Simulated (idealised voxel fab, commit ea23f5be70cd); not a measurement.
Module name: voxel transistor to metal (process module)
Cross-section cut spans 215 nm and uses square cells 5 nm in size.
Cross-section format: a grid of square cells, given as bands from top to bottom; each band is one or more rows of cells.
It is stipulated that each band's entry specify, in nanometres, the height of the top of the band and then that of its bottom, followed by the materials of the band in left-to-right sequence, each together with its width in nanometres. A single material marked by the word "everywhere" is understood to fill the band from edge to edge; the word "blank" is understood to denote empty space.
Note: height 0 marks the level under which the wafer is uniformly one material as received. Lowest band unbounded below, written "0..down".
Per-row width for "30 to 40": begins at first number (top row of band), ends at second number (bottom row), increment between rows held constant.
Take "left unchanged" at face value: in the step it is given for, the cross-section changed in none of its cells.
Entry "Closed void catalog" = empty spaces >= 8 cells with no open way to the top; each as width x height at distance, distance from left edge, all nm.
On a step's line, text after the settings is the simulator commenting on that step.
overlay nm: for a step with a mask, the amount by which the mask lay right of where it was planned; a negative amount means left of it.

# The process steps that were planned are listed below
1) op RECEIVE | material Si
2) op CONFORMAL_DEP | material SiO2 | thk nm 5
3) op CONFORMAL_DEP | material SiN | thk nm 10
4) op PATTERN | tone cover | mask id ACTIVE | material resist | width nm 110 | thk nm 15 | overlay nm 0
5) op DIRECTIONAL_ETCH | etch materials SiN | depth nm 10
6) op DIRECTIONAL_ETCH | etch materials SiO2 | depth nm 5
7) op DIRECTIONAL_ETCH | etch materials Si | depth nm 20
8) op STRIP | etch materials resist
9) op OXIDIZE | depth nm 5
10) op FILL_DEP | material SiO2 | thk nm 15
11) op CMP | height nm 15
12) op SELECTIVE_ETCH | etch materials SiO2 | depth nm 5
13) op STRIP | etch materials SiN
14) op SELECTIVE_ETCH | etch materials SiO2 | depth nm 5
15) op OXIDIZE | depth nm 5
16) op DIRECTIONAL_DEP | material polySi | thk nm 30
17) op DIRECTIONAL_DEP | material SiCN | thk nm 10
18) op PATTERN | tone cover | mask id GATE | material resist | width nm 20 | thk nm 15 | overlay nm 0
19) op DIRECTIONAL_ETCH | etch materials SiCN | depth nm 20
20) op DIRECTIONAL_ETCH | etch materials polySi | depth nm 40
21) op STRIP | etch materials resist
22) op CONFORMAL_DEP | material SiN | thk nm 10
23) op DIRECTIONAL_ETCH | etch materials SiN | depth nm 10
24) op DIRECTIONAL_ETCH | etch materials SiO2 | depth nm 5
25) op DIRECTIONAL_ETCH | etch materials Si | depth nm 10
26) op EPI | material pSi | thk nm 10
27) op FILL_DEP | material SiO2 | thk nm 5
28) op CMP | height nm 40
29) op DIRECTIONAL_DEP | material SiO2 | thk nm 10
30) op PATTERN | tone open | mask id CONTACT | material resist | width nm 20 | pitch nm 80 | thk nm 20 | overlay nm 0
31) op DIRECTIONAL_ETCH | etch materials SiO2 | depth nm 55
32) op STRIP | etch materials resist
33) op CONFORMAL_DEP | material TiN | thk nm 5
34) op FILL_DEP | material Ru | thk nm 5
35) op CMP | height nm 50
36) op CONFORMAL_DEP | material SiCN | thk nm 5
37) op DIRECTIONAL_DEP | material lowk | thk nm 20
38) op PATTERN | tone open | mask id METAL_1 | material resist | width nm 20 | pitch nm 80 | thk nm 15 | overlay nm 0
39) op DIRECTIONAL_ETCH | etch materials lowk | depth nm 20
40) op DIRECTIONAL_ETCH | etch materials SiCN | depth nm 5
41) op STRIP | etch materials resist
42) op CONFORMAL_DEP | material TiN | thk nm 5
43) op FILL_DEP | material Cu | thk nm 10
44) op CMP | height nm 75
45) op CONFORMAL_DEP | material SiCN | thk nm 5
46) op DIRECTIONAL_DEP | material SiO2 | thk nm 35
47) op DIRECTIONAL_DEP | material aC | thk nm 15
48) op PATTERN | tone open | mask id METAL_2_HOLES | material resist | width nm 15 | pitch nm 80 | thk nm 35 | overlay nm 0
49) op DIRECTIONAL_ETCH | etch materials aC | depth nm 15
50) op STRIP | etch materials resist
51) op DIRECTIONAL_ETCH | etch materials SiO2 | depth nm 35
52) op STRIP | etch materials aC
53) op MASKED_ETCH | tone open | mask id METAL_2 | width nm 20 | pitch nm 80 | etch materials SiO2 | depth nm 20 | overlay nm 0
54) op MASKED_ETCH | tone open | mask id METAL_2 | width nm 20 | pitch nm 80 | etch materials SiCN | depth nm 5 | overlay nm 0
55) op CONFORMAL_DEP | material TiN | thk nm 5
56) op FILL_DEP | material Ru | thk nm 5
57) op CMP | height nm 115
58) op CONFORMAL_DEP | material SiCN | thk nm 5

# Cross-section, incoming material, after step 1
- 0..down  Si everywhere
- Closed void catalog: none

# Cross-sectional result after module completion. Note: starting condition and plan are unchanged from above; one processing mistake was made
- 120..115  SiCN everywhere
- 115..100  55 of SiO2  5 of TiN  10 of Ru  5 of TiN  60 of SiO2  5 of TiN  10 of Ru  5 of TiN  60 of SiO2
- 100..95  55 of SiO2  5 of TiN  5 of Ru  10 of TiN  60 of SiO2  5 of TiN  5 of Ru  10 of TiN  60 of SiO2
- 95..80  55 of SiO2  5 of TiN  5 of Ru  5 of TiN  65 of SiO2  5 of TiN  5 of Ru  5 of TiN  65 of SiO2
- 80..75  55 of SiCN  15 of TiN  65 of SiCN  15 of TiN  65 of SiCN
- 75..55  55 of lowk  5 of SiCN  10 of Cu  5 of SiCN  60 of lowk  5 of SiCN  10 of Cu  5 of SiCN  60 of lowk
- 55..50  SiCN everywhere
- 50..40  55 of SiO2  5 of TiN  10 of Ru  5 of TiN  60 of SiO2  5 of TiN  10 of Ru  5 of TiN  60 of SiO2
- 40..30  55 of SiO2  5 of TiN  10 of Ru  5 of TiN  10 of SiO2  10 of SiN  20 of SiCN  10 of SiN  10 of SiO2  5 of TiN  10 of Ru  5 of TiN  60 of SiO2
- 30..5  55 of SiO2  5 of TiN  10 of Ru  5 of TiN  10 of SiO2  10 of SiN  20 of polySi  10 of SiN  10 of SiO2  5 of TiN  10 of Ru  5 of TiN  60 of SiO2
- 5..0  45 of SiO2  10 of SiN  5 of TiN  10 of Ru  5 of TiN  10 of pSi  10 of SiN  20 of polySi  10 of SiN  10 of pSi  5 of TiN  10 of Ru  5 of TiN  10 of SiN  50 of SiO2
- 0..-5  55 of SiO2  20 of TiN  10 of pSi  40 of SiO2  10 of pSi  20 of TiN  60 of SiO2
- -5..-15  55 of SiO2  30 of pSi  40 of Si  30 of pSi  60 of SiO2
- -15..-25  55 of SiO2  100 of Si  60 of SiO2
- -25..down  Si everywhere
- Closed void catalog: none
Finding, execution versus plan: step 42 ran differently from the plan; actual operation with settings: op CONFORMAL_DEP | material SiCN | thk nm 5
